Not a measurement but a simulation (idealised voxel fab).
process module | voxel capacitor over wiring
cross-section cut | 230 nm wide | cells 5 nm
A cross-section is a grid of square cells, given in bands from the top down. A band is one or more rows of cells.
Each band's line starts with the height of the band's top and of its bottom, in nm. Then come its materials from left to right, each with its width in nm. One material with "throughout" fills the band from edge to edge. "air" is empty space.
Height 0 is the level under which the wafer as received is all one material. The lowest band goes on downwards, as in "0 down".
A width such as "30 to 40" changes by the same amount from each row of cells to the next, from the band's top row to its bottom row.
"no change" after a step means that no cell of the cross-section changed.
closed voids: empty space of 8 cells or more with no open way to the top, each as width x height at its distance from the left edge, in nm
after a step's settings: what the simulator itself notes on the step
overlay nm, on a step with a mask: how far to the right of its planned place the mask lay; to the left if negative
plan
1 op RECEIVE | material Si
2 op CONFORMAL_DEP | material SiO2 | thk nm 15
3 op CONFORMAL_DEP | material SiN | thk nm 5
4 op DIRECTIONAL_DEP | material SiO2 | thk nm 15
5 op MASKED_ETCH | tone open | mask id METAL_1 | width nm 20 | pitch nm 90 | etch materials SiO2 | depth nm 15 | overlay nm 0
6 op MASKED_ETCH | tone open | mask id METAL_1 | width nm 20 | pitch nm 90 | etch materials SiN | depth nm 5 | overlay nm 0
7 op CONFORMAL_DEP | material TiN | thk nm 5
8 op FILL_DEP | material Cu | thk nm 5
9 op CMP | height nm 35
10 op CONFORMAL_DEP | material SiCN | thk nm 5
11 op DIRECTIONAL_DEP | material SiO2 | thk nm 15
12 op MASKED_ETCH | tone open | mask id PLUG_1 | width nm 15 | etch materials SiO2 | depth nm 15 | overlay nm 0
13 op MASKED_ETCH | tone open | mask id PLUG_1 | width nm 15 | etch materials SiCN | depth nm 5 | overlay nm 0
14 op CONFORMAL_DEP | material TiN | thk nm 5
15 op FILL_DEP | material Ru | thk nm 5
16 op CMP | height nm 55
17 op DIRECTIONAL_DEP | material TiN | thk nm 10
18 op DIRECTIONAL_DEP | material HfO2 | thk nm 5
19 op DIRECTIONAL_DEP | material TiN | thk nm 10
20 op MASKED_ETCH | tone cover | mask id UPPER_PLATE | width nm 75 | etch materials TiN | depth nm 10 | overlay nm 0
21 op MASKED_ETCH | tone cover | mask id UPPER_PLATE | width nm 75 | etch materials HfO2 | depth nm 5 | overlay nm 0
22 op MASKED_ETCH | tone cover | mask id LOWER_PLATE | width nm 85 | etch materials TiN | depth nm 10 | overlay nm 0
23 op FILL_DEP | material SiO2 | thk nm 20
24 op CMP | height nm 95
25 op PATTERN | tone open | mask id PLUG_2 | material resist | width nm 15 | thk nm 15 | overlay nm 0
26 op DIRECTIONAL_ETCH | etch materials SiO2 | depth nm 15
27 op STRIP | etch materials resist
28 op CONFORMAL_DEP | material TiN | thk nm 5
29 op FILL_DEP | material W | thk nm 5
30 op CMP | height nm 95
31 op CONFORMAL_DEP | material SiN | thk nm 5
first wafer, as planned
as received, after step 1
  0 down: Si throughout
  closed voids: none
after step 2
  15 to 0: SiO2 throughout
  below 0: unchanged
after step 3
  20 to 15: SiN throughout
  below 15: unchanged
after step 4
  35 to 20: SiO2 throughout
  below 20: unchanged
after step 5
  35 to 20: SiO2 60 | air 20 | SiO2 70 | air 20 | SiO2 60
  below 20: unchanged
after step 6
  35 to 20: SiO2 60 | air 20 | SiO2 70 | air 20 | SiO2 60
  20 to 15: SiN 60 | air 20 | SiN 70 | air 20 | SiN 60
  below 15: unchanged
after step 7
  40 to 35: TiN 65 | air 10 | TiN 80 | air 10 | TiN 65
  35 to 20: SiO2 60 | TiN 5 | air 10 | TiN 5 | SiO2 70 | TiN 5 | air 10 | TiN 5 | SiO2 60
  20 to 15: SiN 60 | TiN 20 | SiN 70 | TiN 20 | SiN 60
  below 15: unchanged
after step 8
  45 to 40: Cu throughout
  40 to 35: TiN 65 | Cu 10 | TiN 80 | Cu 10 | TiN 65
  35 to 20: SiO2 60 | TiN 5 | Cu 10 | TiN 5 | SiO2 70 | TiN 5 | Cu 10 | TiN 5 | SiO2 60
  below 20: unchanged
after step 9
  35 to 20: SiO2 60 | TiN 5 | Cu 10 | TiN 5 | SiO2 70 | TiN 5 | Cu 10 | TiN 5 | SiO2 60
  below 20: unchanged
after step 10
  40 to 35: SiCN throughout
  below 35: unchanged
after step 11
  55 to 40: SiO2 throughout
  below 40: unchanged
after step 12
  55 to 40: SiO2 65 | air 15 | SiO2 150
  below 40: unchanged
after step 13
  55 to 40: SiO2 65 | air 15 | SiO2 150
  40 to 35: SiCN 65 | air 15 | SiCN 150
  below 35: unchanged
after step 14
  60 to 55: TiN 70 | air 5 | TiN 155
  55 to 40: SiO2 65 | TiN 5 | air 5 | TiN 5 | SiO2 150
  40 to 35: SiCN 65 | TiN 15 | SiCN 150
  below 35: unchanged
after step 15
  65 to 60: Ru throughout
  60 to 55: TiN 70 | Ru 5 | TiN 155
  55 to 40: SiO2 65 | TiN 5 | Ru 5 | TiN 5 | SiO2 150
  below 40: unchanged
after step 16
  55 to 40: SiO2 65 | TiN 5 | Ru 5 | TiN 5 | SiO2 150
  below 40: unchanged
after step 17
  65 to 55: TiN throughout
  below 55: unchanged
after step 18
  70 to 65: HfO2 throughout
  below 65: unchanged
after step 19
  80 to 70: TiN throughout
  below 70: unchanged
after step 20
  80 to 70: air 65 | TiN 75 | air 90
  below 70: unchanged
after step 21
  80 to 70: air 65 | TiN 75 | air 90
  70 to 65: air 65 | HfO2 75 | air 90
  below 65: unchanged
after step 22
  80 to 70: air 65 | TiN 75 | air 90
  70 to 65: air 65 | HfO2 75 | air 90
  65 to 55: air 60 | TiN 85 | air 85
  below 55: unchanged
after step 23
  100 to 80: SiO2 throughout
  80 to 70: SiO2 65 | TiN 75 | SiO2 90
  70 to 65: SiO2 65 | HfO2 75 | SiO2 90
  65 to 55: SiO2 60 | TiN 85 | SiO2 85
  below 55: unchanged
after step 24
  95 to 80: SiO2 throughout
  below 80: unchanged
after step 25
  110 to 95: resist 75 | air 15 | resist 140
  below 95: unchanged
after step 26
  110 to 95: resist 75 | air 15 | resist 140
  95 to 80: SiO2 75 | air 15 | SiO2 140
  below 80: unchanged
after step 27
  95 to 80: SiO2 75 | air 15 | SiO2 140
  below 80: unchanged
after step 28
  100 to 95: TiN 80 | air 5 | TiN 145
  95 to 85: SiO2 75 | TiN 5 | air 5 | TiN 5 | SiO2 140
  85 to 80: SiO2 75 | TiN 15 | SiO2 140
  below 80: unchanged
after step 29
  105 to 100: W throughout
  100 to 95: TiN 80 | W 5 | TiN 145
  95 to 85: SiO2 75 | TiN 5 | W 5 | TiN 5 | SiO2 140
  below 85: unchanged
after step 30
  95 to 85: SiO2 75 | TiN 5 | W 5 | TiN 5 | SiO2 140
  below 85: unchanged
after step 31
  100 to 95: SiN throughout
  below 95: unchanged
second wafer: like start, like plan, one mistake. Through step 17 it matches the first wafer
when step 18 should have ended: no change
when step 19 should have ended
  75 to 55: TiN throughout
  below 55: unchanged
when step 20 should have ended
  75 to 65: air 65 | TiN 75 | air 90
  below 65: unchanged
when step 21 should have ended: no change
when step 22 should have ended
  75 to 65: air 65 | TiN 75 | air 90
  65 to 55: air 60 | TiN 85 | air 85
  below 55: unchanged
when step 23 should have ended
  95 to 75: SiO2 throughout
  75 to 65: SiO2 65 | TiN 75 | SiO2 90
  65 to 55: SiO2 60 | TiN 85 | SiO2 85
  below 55: unchanged
when step 24 should have ended: no change
when step 25 should have ended
  110 to 95: resist 75 | air 15 | resist 140
  below 95: unchanged
when step 26 should have ended
  110 to 95: resist 75 | air 15 | resist 140
  95 to 80: SiO2 75 | air 15 | SiO2 140
  below 80: unchanged
when step 27 should have ended
  95 to 80: SiO2 75 | air 15 | SiO2 140
  below 80: unchanged
when step 28 should have ended
  100 to 95: TiN 80 | air 5 | TiN 145
  95 to 85: SiO2 75 | TiN 5 | air 5 | TiN 5 | SiO2 140
  85 to 80: SiO2 75 | TiN 15 | SiO2 140
  below 80: unchanged
when step 29 should have ended
  105 to 100: W throughout
  100 to 95: TiN 80 | W 5 | TiN 145
  95 to 85: SiO2 75 | TiN 5 | W 5 | TiN 5 | SiO2 140
  below 85: unchanged
when step 30 should have ended
  95 to 85: SiO2 75 | TiN 5 | W 5 | TiN 5 | SiO2 140
  below 85: unchanged
when step 31 should have ended
  100 to 95: SiN throughout
  below 95: unchanged
what went wrong: step 18 was left out
at the end the second wafer has, in cells: 15 fewer of HfO2 | 15 more of SiO2
